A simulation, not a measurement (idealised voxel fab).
Documented hereafter: the process module known as voxel gate over fins.
Shown is cross-section cut, with a width of 250 nm and square cells of size 5 nm.
Notation: cross-section as square-cell grid; stated in bands, top first, going down; one or more cell rows per band.
Band: top height; bottom height; in nm. Then, left to right: material with width in nm, for each material. "everywhere": a single material spanning edge to edge. "empty": empty space.
All heights in this document are referenced to 0, defined as the level beneath which the wafer, as received, consists entirely of one material. The lowest band is not bounded below; it extends indefinitely downward and is written in the form "0 nm and below".
Note: "30->40" means the width goes from the first number (top row of the band) to the second number (bottom row) in equal steps per row of cells.
Key: "nothing was modified" - step with no changed cell in the cross-section.
Any empty space of 8 cells or more lacking an open way to the top shows up in "Cavities, sealed" as width x height at distance, distance from the left edge, in nm.
Read whatever lies past the settings on a step's line as the simulator's own remark about the step.
The setting "overlay nm" may be written on the line of a step. When the step uses a mask, the value reports how far to the right of the planned place the mask lay, and a negative value reports that it lay to the left.
**Steps in the process plan**
- 1: op RECEIVE | material Si
- 2: op CONFORMAL_DEP | material SiN | thk nm 5
- 3: op MASKED_ETCH | tone cover | mask id FINS | width nm 15 | pitch nm 35 | etch materials SiN | depth nm 5 | overlay nm 0
- 4: op MASKED_ETCH | tone cover | mask id FINS | width nm 15 | pitch nm 35 | etch materials Si | depth nm 40 | overlay nm 0
- 5: op FILL_DEP | material SiO2 | thk nm 10
- 6: op CMP | height nm 5
- 7: op SELECTIVE_ETCH | etch materials SiO2 | depth nm 15
- 8: op STRIP | etch materials SiN
- 9: op CONFORMAL_DEP | material HfO2 | thk nm 5
- 10: op CONFORMAL_DEP | material TiN | thk nm 5
- 11: op FILL_DEP | material W | thk nm 10
- 12: op CMP | height nm 15
- 13: op CONFORMAL_DEP | material SiCN | thk nm 10
**as received, after step 1**
0 nm and below = Si everywhere
Cavities, sealed: none
**First of two wafers: cross-section at end of module, run per plan**
25 nm to 15 nm = SiCN everywhere
15 nm to 10 nm = W everywhere
10 nm to 5 nm = W=90  TiN=70  W=90
5 nm to 0 nm = W=90  TiN=5  HfO2=25  TiN=10  HfO2=25  TiN=5  W=90
0 nm to -5 nm = TiN=95  HfO2=5  Si=15  HfO2=5  TiN=10  HfO2=5  Si=15  HfO2=5  TiN=95
-5 nm to -10 nm = HfO2=100  Si=15  HfO2=20  Si=15  HfO2=100
-10 nm to -40 nm = SiO2=100  Si=15  SiO2=20  Si=15  SiO2=100
-40 nm and below = Si everywhere
Cavities, sealed: none
**Wafer two (of two), end-of-module cross-section: start = wafer one, plan = wafer one, one run mistake**
25 nm to 15 nm = SiCN everywhere
15 nm to 5 nm = W everywhere
5 nm to 0 nm = W=90  TiN=70  W=90
0 nm to -5 nm = W=90  TiN=5  HfO2=25  TiN=10  HfO2=25  TiN=5  W=90
-5 nm to -10 nm = W=90  TiN=5  HfO2=5  Si=15  HfO2=5  TiN=10  HfO2=5  Si=15  HfO2=5  TiN=5  W=90
-10 nm to -15 nm = TiN=95  HfO2=5  Si=15  HfO2=5  TiN=10  HfO2=5  Si=15  HfO2=5  TiN=95
-15 nm to -20 nm = HfO2=100  Si=15  HfO2=20  Si=15  HfO2=100
-20 nm to -40 nm = SiO2=100  Si=15  SiO2=20  Si=15  SiO2=100
-40 nm and below = Si everywhere
Cavities, sealed: none
The plan and the run diverged here: off-plan run, step 6, actual operation and settings op CMP | height nm -5
It is noted that, at the conclusion of processing, the second wafer exhibits a higher or lower cell count for certain materials relative to the first: HfO2: 4 more; Si: 6 fewer; SiO2: 88 fewer; TiN: 4 more; W: 86 more
